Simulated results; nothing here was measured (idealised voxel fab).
Process module in this document: voxel transistor to metal
Xsec cut, 170 nm wide, square cell size 5 nm.
This document writes a cross-section as a grid whose cells are square, and gives it as bands, listed from the top down; one or more rows of cells form a band. Read a band's entry like this: the first values are the height of its top and the height of its bottom in nm, and what follows is the sequence of materials from left to right, each with its width in nm. Note that "empty" is empty space, and that a single material marked "throughout" reaches across the band from edge to edge. The level at which height equals 0 is the one under which the wafer, as it arrives, is entirely one material. No lower edge exists for the bottom band, which continues downward and is notated as in "0 and below". A two-number width, for instance "30 to 40", indicates that the width is equal to the first number in the top row of the band and to the second number in the bottom row, and that it changes by a constant amount per row of cells. "same as before" means the step left every cell of the cross-section as it was. Reported under the label "Voids lacking openings" are the empty spaces having no open way to the top and comprising 8 cells or more; the notation for each is width x height at distance, in which the distance is measured from the left edge and all three values are in nm. What comes after the settings on a step's line is commentary from the simulator itself on that step. What "overlay nm" on a step's line means: if the step has a mask, that mask lay this far to the right of its planned place, or, when the value is negative, to the left.

Planned step list for the process
| 1 | RECEIVE | material Si |
| 2 | CONFORMAL_DEP | material SiO2 | thk nm 5 |
| 3 | CONFORMAL_DEP | material SiN | thk nm 15 |
| 4 | PATTERN | tone cover | mask id ACTIVE | material resist | width nm 85 | thk nm 20 | overlay nm 0 |
| 5 | DIRECTIONAL_ETCH | etch materials SiN | depth nm 15 |
| 6 | DIRECTIONAL_ETCH | etch materials SiO2 | depth nm 5 |
| 7 | DIRECTIONAL_ETCH | etch materials Si | depth nm 25 |
| 8 | STRIP | etch materials resist |
| 9 | OXIDIZE | depth nm 5 |
| 10 | FILL_DEP | material SiO2 | thk nm 5 |
| 11 | CMP | height nm 20 |
| 12 | SELECTIVE_ETCH | etch materials SiO2 | depth nm 5 |
| 13 | STRIP | etch materials SiN |
| 14 | SELECTIVE_ETCH | etch materials SiO2 | depth nm 5 |
| 15 | OXIDIZE | depth nm 5 |
| 16 | DIRECTIONAL_DEP | material polySi | thk nm 25 |
| 17 | DIRECTIONAL_DEP | material SiCN | thk nm 15 |
| 18 | PATTERN | tone cover | mask id GATE | material resist | width nm 15 | thk nm 20 | overlay nm 0 |
| 19 | DIRECTIONAL_ETCH | etch materials SiCN | depth nm 25 |
| 20 | DIRECTIONAL_ETCH | etch materials polySi | depth nm 35 |
| 21 | STRIP | etch materials resist |
| 22 | CONFORMAL_DEP | material SiN | thk nm 10 |
| 23 | DIRECTIONAL_ETCH | etch materials SiN | depth nm 10 |
| 24 | DIRECTIONAL_ETCH | etch materials SiO2 | depth nm 5 |
| 25 | DIRECTIONAL_ETCH | etch materials Si | depth nm 15 |
| 26 | EPI | material nSi | thk nm 15 |
| 27 | FILL_DEP | material SiO2 | thk nm 5 |
| 28 | CMP | height nm 40 |
| 29 | DIRECTIONAL_DEP | material SiO2 | thk nm 15 |
| 30 | MASKED_ETCH | tone open | mask id CONTACT | width nm 15 | pitch nm 60 | etch materials SiO2 | depth nm 60 | overlay nm 0 |
| 31 | CONFORMAL_DEP | material TiN | thk nm 5 |
| 32 | FILL_DEP | material Ru | thk nm 5 |
| 33 | CMP | height nm 55 |
| 34 | DIRECTIONAL_DEP | material TiN | thk nm 5 |
| 35 | DIRECTIONAL_DEP | material Ru | thk nm 15 |
| 36 | MASKED_ETCH | tone cover | mask id METAL_1 | width nm 15 | pitch nm 60 | etch materials Ru | depth nm 15 | overlay nm 0 |
| 37 | MASKED_ETCH | tone cover | mask id METAL_1 | width nm 15 | pitch nm 60 | etch materials TiN | depth nm 5 | overlay nm 0 |
| 38 | FILL_DEP | material lowk | thk nm 10 |
| 39 | CMP | height nm 75 |
| 40 | CONFORMAL_DEP | material SiCN | thk nm 5 |
| 41 | DIRECTIONAL_DEP | material SiO2 | thk nm 25 |
| 42 | PATTERN | tone open | mask id METAL_2 | material resist | width nm 15 | pitch nm 60 | thk nm 15 | overlay nm 0 |
| 43 | DIRECTIONAL_ETCH | etch materials SiO2 | depth nm 15 |
| 44 | STRIP | etch materials resist |
| 45 | DIRECTIONAL_DEP | material aC | thk nm 15 |
| 46 | PATTERN | tone open | mask id METAL_2_HOLES | material resist | width nm 15 | pitch nm 60 | thk nm 35 | overlay nm 0 |
| 47 | DIRECTIONAL_ETCH | etch materials aC | depth nm 15 |
| 48 | STRIP | etch materials resist |
| 49 | DIRECTIONAL_ETCH | etch materials SiO2 | depth nm 10 |
| 50 | DIRECTIONAL_ETCH | etch materials SiCN | depth nm 5 |
| 51 | STRIP | etch materials aC |
| 52 | CONFORMAL_DEP | material TiN | thk nm 5 |
| 53 | FILL_DEP | material Ru | thk nm 5 |
| 54 | CMP | height nm 105 |
| 55 | CONFORMAL_DEP | material SiCN | thk nm 5 |

The first of the two wafers, which ran as planned

Wafer as received: cross-section following step 1
  0 and below  Si throughout
  Voids lacking openings: none

Cross-section of the wafer after step 2
  5 down to 0  SiO2 throughout
  Unchanged below 0.

Cross-section of the wafer after step 3
  20 down to 5  SiN throughout
  Unchanged below 5.

Cross-section of the wafer after step 4
  40 down to 20  empty 40, resist 85, empty 45
  Unchanged below 20.

Cross-section of the wafer after step 5
  40 down to 20  empty 40, resist 85, empty 45
  20 down to 5  empty 40, SiN 85, empty 45
  Unchanged below 5.

Cross-section of the wafer after step 6
  40 down to 20  empty 40, resist 85, empty 45
  20 down to 5  empty 40, SiN 85, empty 45
  5 down to 0  empty 40, SiO2 85, empty 45
  Unchanged below 0.

Cross-section of the wafer after step 7
  40 down to 20  empty 40, resist 85, empty 45
  20 down to 5  empty 40, SiN 85, empty 45
  5 down to 0  empty 40, SiO2 85, empty 45
  0 down to -25  empty 40, Si 85, empty 45
  Unchanged below -25.

Cross-section of the wafer after step 8
  20 down to 5  empty 40, SiN 85, empty 45
  Unchanged below 5.

Cross-section of the wafer after step 9
  20 down to 5  empty 40, SiN 85, empty 45
  5 down to 0  empty 40, SiO2 85, empty 45
  0 down to -25  empty 40, SiO2 5, Si 75, SiO2 5, empty 45
  -25 down to -30  SiO2 45, Si 75, SiO2 50
  Unchanged below -30.

Cross-section of the wafer after step 10
  25 down to 20  SiO2 throughout
  20 down to 5  SiO2 40, SiN 85, SiO2 45
  5 down to 0  SiO2 throughout
  0 down to -30  SiO2 45, Si 75, SiO2 50
  Unchanged below -30.

Cross-section of the wafer after step 11
  20 down to 5  SiO2 40, SiN 85, SiO2 45
  Unchanged below 5.

Cross-section of the wafer after step 12
  20 down to 15  empty 40, SiN 85, empty 45
  Unchanged below 15.

Cross-section of the wafer after step 13
  15 down to 5  SiO2 40, empty 85, SiO2 45
  Unchanged below 5.

Cross-section of the wafer after step 14
  10 down to 0  SiO2 35, empty 95, SiO2 40
  Unchanged below 0.

Cross-section of the wafer after step 15
  10 down to 0  SiO2 35, empty 95, SiO2 40
  0 down to -5  SiO2 throughout
  Unchanged below -5.

Cross-section of the wafer after step 16
  35 down to 25  polySi 35, empty 95, polySi 40
  25 down to 10  polySi throughout
  10 down to 0  SiO2 35, polySi 95, SiO2 40
  Unchanged below 0.

Cross-section of the wafer after step 17
  50 down to 40  SiCN 35, empty 95, SiCN 40
  40 down to 35  SiCN throughout
  35 down to 25  polySi 35, SiCN 95, polySi 40
  Unchanged below 25.

Cross-section of the wafer after step 18
  70 down to 50  empty 75, resist 15, empty 80
  50 down to 40  SiCN 35, empty 40, resist 15, empty 40, SiCN 40
  Unchanged below 40.

Cross-section of the wafer after step 19
  70 down to 40  empty 75, resist 15, empty 80
  40 down to 35  empty 75, SiCN 15, empty 80
  35 down to 25  polySi 35, empty 40, SiCN 15, empty 40, polySi 40
  Unchanged below 25.

Cross-section of the wafer after step 20
  70 down to 40  empty 75, resist 15, empty 80
  40 down to 25  empty 75, SiCN 15, empty 80
  25 down to 10  empty 75, polySi 15, empty 80
  10 down to 0  SiO2 35, empty 40, polySi 15, empty 40, SiO2 40
  Unchanged below 0.

Cross-section of the wafer after step 21
  40 down to 25  empty 75, SiCN 15, empty 80
  Unchanged below 25.

Cross-section of the wafer after step 22
  50 down to 40  empty 65, SiN 35, empty 70
  40 down to 25  empty 65, SiN 10, SiCN 15, SiN 10, empty 70
  25 down to 20  empty 65, SiN 10, polySi 15, SiN 10, empty 70
  20 down to 10  SiN 45, empty 20, SiN 10, polySi 15, SiN 10, empty 20, SiN 50
  10 down to 0  SiO2 35, SiN 40, polySi 15, SiN 40, SiO2 40
  Unchanged below 0.

Cross-section of the wafer after step 23
  40 down to 25  empty 65, SiN 10, SiCN 15, SiN 10, empty 70
  25 down to 10  empty 65, SiN 10, polySi 15, SiN 10, empty 70
  10 down to 0  SiO2 35, SiN 10, empty 20, SiN 10, polySi 15, SiN 10, empty 20, SiN 10, SiO2 40
  Unchanged below 0.

Cross-section of the wafer after step 24
  40 down to 25  empty 65, SiN 10, SiCN 15, SiN 10, empty 70
  25 down to 10  empty 65, SiN 10, polySi 15, SiN 10, empty 70
  10 down to 5  empty 35, SiN 10, empty 20, SiN 10, polySi 15, SiN 10, empty 20, SiN 10, empty 40
  5 down to 0  SiO2 35, SiN 10, empty 20, SiN 10, polySi 15, SiN 10, empty 20, SiN 10, SiO2 40
  0 down to -5  SiO2 45, empty 20, SiO2 35, empty 20, SiO2 50
  Unchanged below -5.

Cross-section of the wafer after step 25
  40 down to 25  empty 65, SiN 10, SiCN 15, SiN 10, empty 70
  25 down to 10  empty 65, SiN 10, polySi 15, SiN 10, empty 70
  10 down to 5  empty 35, SiN 10, empty 20, SiN 10, polySi 15, SiN 10, empty 20, SiN 10, empty 40
  5 down to 0  SiO2 35, SiN 10, empty 20, SiN 10, polySi 15, SiN 10, empty 20, SiN 10, SiO2 40
  0 down to -5  SiO2 45, empty 20, SiO2 35, empty 20, SiO2 50
  -5 down to -20  SiO2 45, empty 20, Si 35, empty 20, SiO2 50
  Unchanged below -20.

Cross-section of the wafer after step 26
  40 down to 25  empty 65, SiN 10, SiCN 15, SiN 10, empty 70
  25 down to 10  empty 65, SiN 10, polySi 15, SiN 10, empty 70
  10 down to 5  empty 35, SiN 10, empty 5, nSi 15, SiN 10, polySi 15, SiN 10, nSi 15, empty 5, SiN 10, empty 40
  5 down to 0  SiO2 35, SiN 10, empty 5, nSi 15, SiN 10, polySi 15, SiN 10, nSi 15, empty 5, SiN 10, SiO2 40
  0 down to -5  SiO2 45, empty 5, nSi 15, SiO2 35, nSi 15, empty 5, SiO2 50
  -5 down to -20  SiO2 45, nSi 20, Si 35, nSi 20, SiO2 50
  Unchanged below -20.

Cross-section of the wafer after step 27
  45 down to 40  SiO2 throughout
  40 down to 25  SiO2 65, SiN 10, SiCN 15, SiN 10, SiO2 70
  25 down to 10  SiO2 65, SiN 10, polySi 15, SiN 10, SiO2 70
  10 down to 0  SiO2 35, SiN 10, SiO2 5, nSi 15, SiN 10, polySi 15, SiN 10, nSi 15, SiO2 5, SiN 10, SiO2 40
  0 down to -5  SiO2 50, nSi 15, SiO2 35, nSi 15, SiO2 55
  Unchanged below -5.

Cross-section of the wafer after step 28
  40 down to 25  SiO2 65, SiN 10, SiCN 15, SiN 10, SiO2 70
  Unchanged below 25.

Cross-section of the wafer after step 29
  55 down to 40  SiO2 throughout
  Unchanged below 40.

Cross-section of the wafer after step 30
  55 down to 40  SiO2 45, empty 15, SiO2 45, empty 15, SiO2 50
  40 down to 25  SiO2 45, empty 15, SiO2 5, SiN 10, SiCN 15, SiN 10, SiO2 5, empty 15, SiO2 50
  25 down to 10  SiO2 45, empty 15, SiO2 5, SiN 10, polySi 15, SiN 10, SiO2 5, empty 15, SiO2 50
  10 down to 0  SiO2 35, SiN 10, empty 5, nSi 15, SiN 10, polySi 15, SiN 10, nSi 15, empty 5, SiN 10, SiO2 40
  0 down to -5  SiO2 45, empty 5, nSi 15, SiO2 35, nSi 15, empty 5, SiO2 50
  Unchanged below -5.

Cross-section of the wafer after step 31
  60 down to 55  TiN 50, empty 5, TiN 55, empty 5, TiN 55
  55 down to 40  SiO2 45, TiN 5, empty 5, TiN 5, SiO2 45, TiN 5, empty 5, TiN 5, SiO2 50
  40 down to 25  SiO2 45, TiN 5, empty 5, TiN 5, SiO2 5, SiN 10, SiCN 15, SiN 10, SiO2 5, TiN 5, empty 5, TiN 5, SiO2 50
  25 down to 15  SiO2 45, TiN 5, empty 5, TiN 5, SiO2 5, SiN 10, polySi 15, SiN 10, SiO2 5, TiN 5, empty 5, TiN 5, SiO2 50
  15 down to 10  SiO2 45, TiN 15, SiO2 5, SiN 10, polySi 15, SiN 10, SiO2 5, TiN 15, SiO2 50
  10 down to 0  SiO2 35, SiN 10, TiN 5, nSi 15, SiN 10, polySi 15, SiN 10, nSi 15, TiN 5, SiN 10, SiO2 40
  0 down to -5  SiO2 45, TiN 5, nSi 15, SiO2 35, nSi 15, TiN 5, SiO2 50
  Unchanged below -5.

Cross-section of the wafer after step 32
  65 down to 60  Ru throughout
  60 down to 55  TiN 50, Ru 5, TiN 55, Ru 5, TiN 55
  55 down to 40  SiO2 45, TiN 5, Ru 5, TiN 5, SiO2 45, TiN 5, Ru 5, TiN 5, SiO2 50
  40 down to 25  SiO2 45, TiN 5, Ru 5, TiN 5, SiO2 5, SiN 10, SiCN 15, SiN 10, SiO2 5, TiN 5, Ru 5, TiN 5, SiO2 50
  25 down to 15  SiO2 45, TiN 5, Ru 5, TiN 5, SiO2 5, SiN 10, polySi 15, SiN 10, SiO2 5, TiN 5, Ru 5, TiN 5, SiO2 50
  Unchanged below 15.

Cross-section of the wafer after step 33
  55 down to 40  SiO2 45, TiN 5, Ru 5, TiN 5, SiO2 45, TiN 5, Ru 5, TiN 5, SiO2 50
  Unchanged below 40.

Cross-section of the wafer after step 34
  60 down to 55  TiN throughout
  Unchanged below 55.

Cross-section of the wafer after step 35
  75 down to 60  Ru throughout
  Unchanged below 60.

Cross-section of the wafer after step 36
  75 down to 60  empty 45, Ru 15, empty 45, Ru 15, empty 50
  Unchanged below 60.

Cross-section of the wafer after step 37
  75 down to 60  empty 45, Ru 15, empty 45, Ru 15, empty 50
  60 down to 55  empty 45, TiN 15, empty 45, TiN 15, empty 50
  Unchanged below 55.

Cross-section of the wafer after step 38
  85 down to 75  lowk throughout
  75 down to 60  lowk 45, Ru 15, lowk 45, Ru 15, lowk 50
  60 down to 55  lowk 45, TiN 15, lowk 45, TiN 15, lowk 50
  Unchanged below 55.

Cross-section of the wafer after step 39
  75 down to 60  lowk 45, Ru 15, lowk 45, Ru 15, lowk 50
  Unchanged below 60.

Cross-section of the wafer after step 40
  80 down to 75  SiCN throughout
  Unchanged below 75.

Cross-section of the wafer after step 41
  105 down to 80  SiO2 throughout
  Unchanged below 80.

Cross-section of the wafer after step 42
  120 down to 105  resist 45, empty 15, resist 45, empty 15, resist 50
  Unchanged below 105.

Cross-section of the wafer after step 43
  120 down to 105  resist 45, empty 15, resist 45, empty 15, resist 50
  105 down to 90  SiO2 45, empty 15, SiO2 45, empty 15, SiO2 50
  Unchanged below 90.

Cross-section of the wafer after step 44
  105 down to 90  SiO2 45, empty 15, SiO2 45, empty 15, SiO2 50
  Unchanged below 90.

Cross-section of the wafer after step 45
  120 down to 105  aC 45, empty 15, aC 45, empty 15, aC 50
  105 down to 90  SiO2 45, aC 15, SiO2 45, aC 15, SiO2 50
  Unchanged below 90.

Cross-section of the wafer after step 46
  155 down to 120  resist 45, empty 15, resist 45, empty 15, resist 50
  Unchanged below 120.

Cross-section of the wafer after step 47
  140 down to 120  resist 45, empty 15, resist 45, empty 15, resist 50
  120 down to 105  aC 45, empty 15, aC 45, empty 15, aC 50
  105 down to 90  SiO2 45, empty 15, SiO2 45, empty 15, SiO2 50
  Unchanged below 90.

Cross-section of the wafer after step 48
  120 down to 105  aC 45, empty 15, aC 45, empty 15, aC 50
  Unchanged below 105.

Cross-section of the wafer after step 49
  120 down to 105  aC 45, empty 15, aC 45, empty 15, aC 50
  105 down to 80  SiO2 45, empty 15, SiO2 45, empty 15, SiO2 50
  Unchanged below 80.

Cross-section of the wafer after step 50
  120 down to 105  aC 45, empty 15, aC 45, empty 15, aC 50
  105 down to 80  SiO2 45, empty 15, SiO2 45, empty 15, SiO2 50
  80 down to 75  SiCN 45, empty 15, SiCN 45, empty 15, SiCN 50
  Unchanged below 75.

Cross-section of the wafer after step 51
  105 down to 80  SiO2 45, empty 15, SiO2 45, empty 15, SiO2 50
  Unchanged below 80.

Cross-section of the wafer after step 52
  110 down to 105  TiN 50, empty 5, TiN 55, empty 5, TiN 55
  105 down to 80  SiO2 45, TiN 5, empty 5, TiN 5, SiO2 45, TiN 5, empty 5, TiN 5, SiO2 50
  80 down to 75  SiCN 45, TiN 15, SiCN 45, TiN 15, SiCN 50
  Unchanged below 75.

Cross-section of the wafer after step 53
  115 down to 110  Ru throughout
  110 down to 105  TiN 50, Ru 5, TiN 55, Ru 5, TiN 55
  105 down to 80  SiO2 45, TiN 5, Ru 5, TiN 5, SiO2 45, TiN 5, Ru 5, TiN 5, SiO2 50
  Unchanged below 80.

Cross-section of the wafer after step 54
  105 down to 80  SiO2 45, TiN 5, Ru 5, TiN 5, SiO2 45, TiN 5, Ru 5, TiN 5, SiO2 50
  Unchanged below 80.

Cross-section of the wafer after step 55
  110 down to 105  SiCN throughout
  Unchanged below 105.

The second wafer was prepared from the same starting point and under the same plan as the first; its processing contained one mistake, and it remains indistinguishable from the first wafer up to and including step 27

At the planned end of step 28, the second wafer in cross-section
  30 down to 25  SiO2 65, SiN 10, SiCN 15, SiN 10, SiO2 70
  Unchanged below 25.

At the planned end of step 29, the second wafer in cross-section
  45 down to 30  SiO2 throughout
  Unchanged below 30.

At the planned end of step 30, the second wafer in cross-section
  45 down to 30  SiO2 45, empty 15, SiO2 45, empty 15, SiO2 50
  30 down to 25  SiO2 45, empty 15, SiO2 5, SiN 10, SiCN 15, SiN 10, SiO2 5, empty 15, SiO2 50
  25 down to 10  SiO2 45, empty 15, SiO2 5, SiN 10, polySi 15, SiN 10, SiO2 5, empty 15, SiO2 50
  10 down to 0  SiO2 35, SiN 10, empty 5, nSi 15, SiN 10, polySi 15, SiN 10, nSi 15, empty 5, SiN 10, SiO2 40
  0 down to -5  SiO2 45, empty 5, nSi 15, SiO2 35, nSi 15, empty 5, SiO2 50
  Unchanged below -5.

At the planned end of step 31, the second wafer in cross-section
  50 down to 45  TiN 50, empty 5, TiN 55, empty 5, TiN 55
  45 down to 30  SiO2 45, TiN 5, empty 5, TiN 5, SiO2 45, TiN 5, empty 5, TiN 5, SiO2 50
  30 down to 25  SiO2 45, TiN 5, empty 5, TiN 5, SiO2 5, SiN 10, SiCN 15, SiN 10, SiO2 5, TiN 5, empty 5, TiN 5, SiO2 50
  25 down to 15  SiO2 45, TiN 5, empty 5, TiN 5, SiO2 5, SiN 10, polySi 15, SiN 10, SiO2 5, TiN 5, empty 5, TiN 5, SiO2 50
  15 down to 10  SiO2 45, TiN 15, SiO2 5, SiN 10, polySi 15, SiN 10, SiO2 5, TiN 15, SiO2 50
  10 down to 0  SiO2 35, SiN 10, TiN 5, nSi 15, SiN 10, polySi 15, SiN 10, nSi 15, TiN 5, SiN 10, SiO2 40
  0 down to -5  SiO2 45, TiN 5, nSi 15, SiO2 35, nSi 15, TiN 5, SiO2 50
  Unchanged below -5.

At the planned end of step 32, the second wafer in cross-section
  55 down to 50  Ru throughout
  50 down to 45  TiN 50, Ru 5, TiN 55, Ru 5, TiN 55
  45 down to 30  SiO2 45, TiN 5, Ru 5, TiN 5, SiO2 45, TiN 5, Ru 5, TiN 5, SiO2 50
  30 down to 25  SiO2 45, TiN 5, Ru 5, TiN 5, SiO2 5, SiN 10, SiCN 15, SiN 10, SiO2 5, TiN 5, Ru 5, TiN 5, SiO2 50
  25 down to 15  SiO2 45, TiN 5, Ru 5, TiN 5, SiO2 5, SiN 10, polySi 15, SiN 10, SiO2 5, TiN 5, Ru 5, TiN 5, SiO2 50
  Unchanged below 15.

At the planned end of step 33, the second wafer in cross-section: same as before

At the planned end of step 34, the second wafer in cross-section
  60 down to 55  TiN throughout
  Unchanged below 55.

At the planned end of step 35, the second wafer in cross-section
  75 down to 60  Ru throughout
  Unchanged below 60.

At the planned end of step 36, the second wafer in cross-section
  75 down to 60  empty 45, Ru 15, empty 45, Ru 15, empty 50
  Unchanged below 60.

At the planned end of step 37, the second wafer in cross-section
  75 down to 60  empty 45, Ru 15, empty 45, Ru 15, empty 50
  60 down to 55  empty 45, TiN 15, empty 45, TiN 15, empty 50
  Unchanged below 55.

At the planned end of step 38, the second wafer in cross-section
  85 down to 75  lowk throughout
  75 down to 60  lowk 45, Ru 15, lowk 45, Ru 15, lowk 50
  60 down to 55  lowk 45, TiN 15, lowk 45, TiN 15, lowk 50
  Unchanged below 55.

At the planned end of step 39, the second wafer in cross-section
  75 down to 60  lowk 45, Ru 15, lowk 45, Ru 15, lowk 50
  Unchanged below 60.

At the planned end of step 40, the second wafer in cross-section
  80 down to 75  SiCN throughout
  Unchanged below 75.

At the planned end of step 41, the second wafer in cross-section
  105 down to 80  SiO2 throughout
  Unchanged below 80.

At the planned end of step 42, the second wafer in cross-section
  120 down to 105  resist 45, empty 15, resist 45, empty 15, resist 50
  Unchanged below 105.

At the planned end of step 43, the second wafer in cross-section
  120 down to 105  resist 45, empty 15, resist 45, empty 15, resist 50
  105 down to 90  SiO2 45, empty 15, SiO2 45, empty 15, SiO2 50
  Unchanged below 90.

At the planned end of step 44, the second wafer in cross-section
  105 down to 90  SiO2 45, empty 15, SiO2 45, empty 15, SiO2 50
  Unchanged below 90.

At the planned end of step 45, the second wafer in cross-section
  120 down to 105  aC 45, empty 15, aC 45, empty 15, aC 50
  105 down to 90  SiO2 45, aC 15, SiO2 45, aC 15, SiO2 50
  Unchanged below 90.

At the planned end of step 46, the second wafer in cross-section
  155 down to 120  resist 45, empty 15, resist 45, empty 15, resist 50
  Unchanged below 120.

At the planned end of step 47, the second wafer in cross-section
  140 down to 120  resist 45, empty 15, resist 45, empty 15, resist 50
  120 down to 105  aC 45, empty 15, aC 45, empty 15, aC 50
  105 down to 90  SiO2 45, empty 15, SiO2 45, empty 15, SiO2 50
  Unchanged below 90.

At the planned end of step 48, the second wafer in cross-section
  120 down to 105  aC 45, empty 15, aC 45, empty 15, aC 50
  Unchanged below 105.

At the planned end of step 49, the second wafer in cross-section
  120 down to 105  aC 45, empty 15, aC 45, empty 15, aC 50
  105 down to 80  SiO2 45, empty 15, SiO2 45, empty 15, SiO2 50
  Unchanged below 80.

At the planned end of step 50, the second wafer in cross-section
  120 down to 105  aC 45, empty 15, aC 45, empty 15, aC 50
  105 down to 80  SiO2 45, empty 15, SiO2 45, empty 15, SiO2 50
  80 down to 75  SiCN 45, empty 15, SiCN 45, empty 15, SiCN 50
  Unchanged below 75.

At the planned end of step 51, the second wafer in cross-section
  105 down to 80  SiO2 45, empty 15, SiO2 45, empty 15, SiO2 50
  Unchanged below 80.

At the planned end of step 52, the second wafer in cross-section
  110 down to 105  TiN 50, empty 5, TiN 55, empty 5, TiN 55
  105 down to 80  SiO2 45, TiN 5, empty 5, TiN 5, SiO2 45, TiN 5, empty 5, TiN 5, SiO2 50
  80 down to 75  SiCN 45, TiN 15, SiCN 45, TiN 15, SiCN 50
  Unchanged below 75.

At the planned end of step 53, the second wafer in cross-section
  115 down to 110  Ru throughout
  110 down to 105  TiN 50, Ru 5, TiN 55, Ru 5, TiN 55
  105 down to 80  SiO2 45, TiN 5, Ru 5, TiN 5, SiO2 45, TiN 5, Ru 5, TiN 5, SiO2 50
  Unchanged below 80.

At the planned end of step 54, the second wafer in cross-section
  105 down to 80  SiO2 45, TiN 5, Ru 5, TiN 5, SiO2 45, TiN 5, Ru 5, TiN 5, SiO2 50
  Unchanged below 80.

At the planned end of step 55, the second wafer in cross-section
  110 down to 105  SiCN throughout
  Unchanged below 105.
Against the plan, the run slipped here: step 28: run off-plan, actual operation and settings CMP | height nm 30
Per the end-of-run cell counts, the second wafer holds more or fewer of some materials than the first: Ru: 32 more, SiCN: 6 fewer, SiN: 8 fewer, SiO2: 42 fewer, TiN: 24 more
